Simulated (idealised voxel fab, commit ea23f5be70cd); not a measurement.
Presented below is a process module, voxel gate over fins.
This is section cut - it's 150 nm across, gridded in 5 nm square cells.
A cross-section in this document is a grid of square cells, and it is written down as bands, the top band listed before the ones below it; a band is made up of one or more rows of cells. In this notation a band is specified by the heights of its top and bottom, in that order and in nm, after which its materials appear from left to right, each paired with its width in nm. The word "all across" attached to a single material means that material fills the band from edge to edge; the word "blank" stands for empty space. Zero point of the height axis is 0; under it, received wafer = one material. Lowest band: continues down indefinitely, "0 nm and below". Quick explanation for "30->40": the width changes in equal steps down the rows of cells, from the first number in the band's top row to the second number in its bottom row. A step reported as "no modification" is a step in which no cell of the cross-section changed. "Internal closed voids" means: voids of 8 cells or more that are shut off from the top with no open way through. Written width x height at distance, distance from the left edge, in nm. after a step's settings: what the simulator itself notes on the step. Each step line may optionally specify "overlay nm", which for a step with a mask gives the rightward distance between the mask's planned place and where it lay, a negative value indicating the leftward direction.
plan
1) RECEIVE | material Si
2) CONFORMAL_DEP | material SiN | thk nm 10
3) PATTERN | tone cover | mask id FINS | material resist | width nm 15 | pitch nm 35 | thk nm 15 | overlay nm 0
4) DIRECTIONAL_ETCH | etch materials SiN | depth nm 10
5) DIRECTIONAL_ETCH | etch materials Si | depth nm 35
6) STRIP | etch materials resist
7) OXIDIZE | depth nm 5
8) FILL_DEP | material SiO2 | thk nm 5
9) CMP | height nm 10
10) SELECTIVE_ETCH | etch materials SiO2 | depth nm 25
11) STRIP | etch materials SiN
12) CONFORMAL_DEP | material HfO2 | thk nm 5
13) CONFORMAL_DEP | material TiN | thk nm 5
14) FILL_DEP | material W | thk nm 15
15) CMP | height nm 20
16) CONFORMAL_DEP | material SiCN | thk nm 10
first wafer, as planned
This is the cross-section of the wafer as we received it, i.e. after step 1
* 0 nm and below = Si all across
* Internal closed voids: none
You're looking at a cross-section of the wafer after step 2
* 10 nm to 0 nm = SiN all across
* Below 0 it's all the same as before, nothing changed down there.
You're looking at a cross-section of the wafer after step 3
* 25 nm to 10 nm = blank=50 / resist=15 / blank=20 / resist=15 / blank=50
* Below 10 it's all the same as before, nothing changed down there.
You're looking at a cross-section of the wafer after step 4
* 25 nm to 10 nm = blank=50 / resist=15 / blank=20 / resist=15 / blank=50
* 10 nm to 0 nm = blank=50 / SiN=15 / blank=20 / SiN=15 / blank=50
* Below 0 it's all the same as before, nothing changed down there.
You're looking at a cross-section of the wafer after step 5
* 25 nm to 10 nm = blank=50 / resist=15 / blank=20 / resist=15 / blank=50
* 10 nm to 0 nm = blank=50 / SiN=15 / blank=20 / SiN=15 / blank=50
* 0 nm to -35 nm = blank=50 / Si=15 / blank=20 / Si=15 / blank=50
* Below -35 it's all the same as before, nothing changed down there.
You're looking at a cross-section of the wafer after step 6
* 10 nm to 0 nm = blank=50 / SiN=15 / blank=20 / SiN=15 / blank=50
* Below 0 it's all the same as before, nothing changed down there.
You're looking at a cross-section of the wafer after step 7
* 10 nm to 0 nm = blank=50 / SiN=15 / blank=20 / SiN=15 / blank=50
* 0 nm to -35 nm = blank=50 / SiO2=5 / Si=5 / SiO2=5 / blank=20 / SiO2=5 / Si=5 / SiO2=5 / blank=50
* -35 nm to -40 nm = SiO2=55 / Si=5 / SiO2=30 / Si=5 / SiO2=55
* Below -40 it's all the same as before, nothing changed down there.
You're looking at a cross-section of the wafer after step 8
* 15 nm to 10 nm = SiO2 all across
* 10 nm to 0 nm = SiO2=50 / SiN=15 / SiO2=20 / SiN=15 / SiO2=50
* 0 nm to -40 nm = SiO2=55 / Si=5 / SiO2=30 / Si=5 / SiO2=55
* Below -40 it's all the same as before, nothing changed down there.
You're looking at a cross-section of the wafer after step 9
* 10 nm to 0 nm = SiO2=50 / SiN=15 / SiO2=20 / SiN=15 / SiO2=50
* Below 0 it's all the same as before, nothing changed down there.
You're looking at a cross-section of the wafer after step 10
* 10 nm to 0 nm = blank=50 / SiN=15 / blank=20 / SiN=15 / blank=50
* 0 nm to -15 nm = blank=55 / Si=5 / blank=30 / Si=5 / blank=55
* Below -15 it's all the same as before, nothing changed down there.
You're looking at a cross-section of the wafer after step 11
* 0 nm to -15 nm = blank=55 / Si=5 / blank=30 / Si=5 / blank=55
* Below -15 it's all the same as before, nothing changed down there.
You're looking at a cross-section of the wafer after step 12
* 5 nm to 0 nm = blank=50 / HfO2=15 / blank=20 / HfO2=15 / blank=50
* 0 nm to -10 nm = blank=50 / HfO2=5 / Si=5 / HfO2=5 / blank=20 / HfO2=5 / Si=5 / HfO2=5 / blank=50
* -10 nm to -15 nm = HfO2=55 / Si=5 / HfO2=30 / Si=5 / HfO2=55
* Below -15 it's all the same as before, nothing changed down there.
You're looking at a cross-section of the wafer after step 13
* 10 nm to 5 nm = blank=45 / TiN=25 / blank=10 / TiN=25 / blank=45
* 5 nm to 0 nm = blank=45 / TiN=5 / HfO2=15 / TiN=5 / blank=10 / TiN=5 / HfO2=15 / TiN=5 / blank=45
* 0 nm to -5 nm = blank=45 / TiN=5 / HfO2=5 / Si=5 / HfO2=5 / TiN=5 / blank=10 / TiN=5 / HfO2=5 / Si=5 / HfO2=5 / TiN=5 / blank=45
* -5 nm to -10 nm = TiN=50 / HfO2=5 / Si=5 / HfO2=5 / TiN=20 / HfO2=5 / Si=5 / HfO2=5 / TiN=50
* Below -10 it's all the same as before, nothing changed down there.
You're looking at a cross-section of the wafer after step 14
* 25 nm to 10 nm = W all across
* 10 nm to 5 nm = W=45 / TiN=25 / W=10 / TiN=25 / W=45
* 5 nm to 0 nm = W=45 / TiN=5 / HfO2=15 / TiN=5 / W=10 / TiN=5 / HfO2=15 / TiN=5 / W=45
* 0 nm to -5 nm = W=45 / TiN=5 / HfO2=5 / Si=5 / HfO2=5 / TiN=5 / W=10 / TiN=5 / HfO2=5 / Si=5 / HfO2=5 / TiN=5 / W=45
* Below -5 it's all the same as before, nothing changed down there.
You're looking at a cross-section of the wafer after step 15
* 20 nm to 10 nm = W all across
* Below 10 it's all the same as before, nothing changed down there.
You're looking at a cross-section of the wafer after step 16
* 30 nm to 20 nm = SiCN all across
* Below 20 it's all the same as before, nothing changed down there.
The second wafer was prepared from the same starting point and under the same plan as the first; its processing contained one mistake, and it remains indistinguishable from the first wafer up to and including step 9
Cross-section: second wafer, time at which step 10 was scheduled to end
* 10 nm to 0 nm = blank=50 / SiN=15 / blank=20 / SiN=15 / blank=50
* 0 nm to -40 nm = blank=55 / Si=5 / blank=30 / Si=5 / blank=55
* Below -40 it's all the same as before, nothing changed down there.
Cross-section: second wafer, time at which step 11 was scheduled to end
* 0 nm to -40 nm = blank=55 / Si=5 / blank=30 / Si=5 / blank=55
* Below -40 it's all the same as before, nothing changed down there.
Cross-section: second wafer, time at which step 12 was scheduled to end
* 5 nm to 0 nm = blank=50 / HfO2=15 / blank=20 / HfO2=15 / blank=50
* 0 nm to -35 nm = blank=50 / HfO2=5 / Si=5 / HfO2=5 / blank=20 / HfO2=5 / Si=5 / HfO2=5 / blank=50
* -35 nm to -40 nm = HfO2=55 / Si=5 / HfO2=30 / Si=5 / HfO2=55
* Below -40 it's all the same as before, nothing changed down there.
Cross-section: second wafer, time at which step 13 was scheduled to end
* 10 nm to 5 nm = blank=45 / TiN=25 / blank=10 / TiN=25 / blank=45
* 5 nm to 0 nm = blank=45 / TiN=5 / HfO2=15 / TiN=5 / blank=10 / TiN=5 / HfO2=15 / TiN=5 / blank=45
* 0 nm to -30 nm = blank=45 / TiN=5 / HfO2=5 / Si=5 / HfO2=5 / TiN=5 / blank=10 / TiN=5 / HfO2=5 / Si=5 / HfO2=5 / TiN=5 / blank=45
* -30 nm to -35 nm = TiN=50 / HfO2=5 / Si=5 / HfO2=5 / TiN=20 / HfO2=5 / Si=5 / HfO2=5 / TiN=50
* Below -35 it's all the same as before, nothing changed down there.
Cross-section: second wafer, time at which step 14 was scheduled to end
* 25 nm to 10 nm = W all across
* 10 nm to 5 nm = W=45 / TiN=25 / W=10 / TiN=25 / W=45
* 5 nm to 0 nm = W=45 / TiN=5 / HfO2=15 / TiN=5 / W=10 / TiN=5 / HfO2=15 / TiN=5 / W=45
* 0 nm to -30 nm = W=45 / TiN=5 / HfO2=5 / Si=5 / HfO2=5 / TiN=5 / W=10 / TiN=5 / HfO2=5 / Si=5 / HfO2=5 / TiN=5 / W=45
* Below -30 it's all the same as before, nothing changed down there.
Cross-section: second wafer, time at which step 15 was scheduled to end
* 20 nm to 10 nm = W all across
* Below 10 it's all the same as before, nothing changed down there.
Cross-section: second wafer, time at which step 16 was scheduled to end
* 30 nm to 20 nm = SiCN all across
* Below 20 it's all the same as before, nothing changed down there.
Which mistake was made when the wafer was run? plan step 10 was twice executed
Final wafer comparison in cells, second versus first, more or fewer per material: HfO2 +20, SiO2 -140, TiN +20, W +100
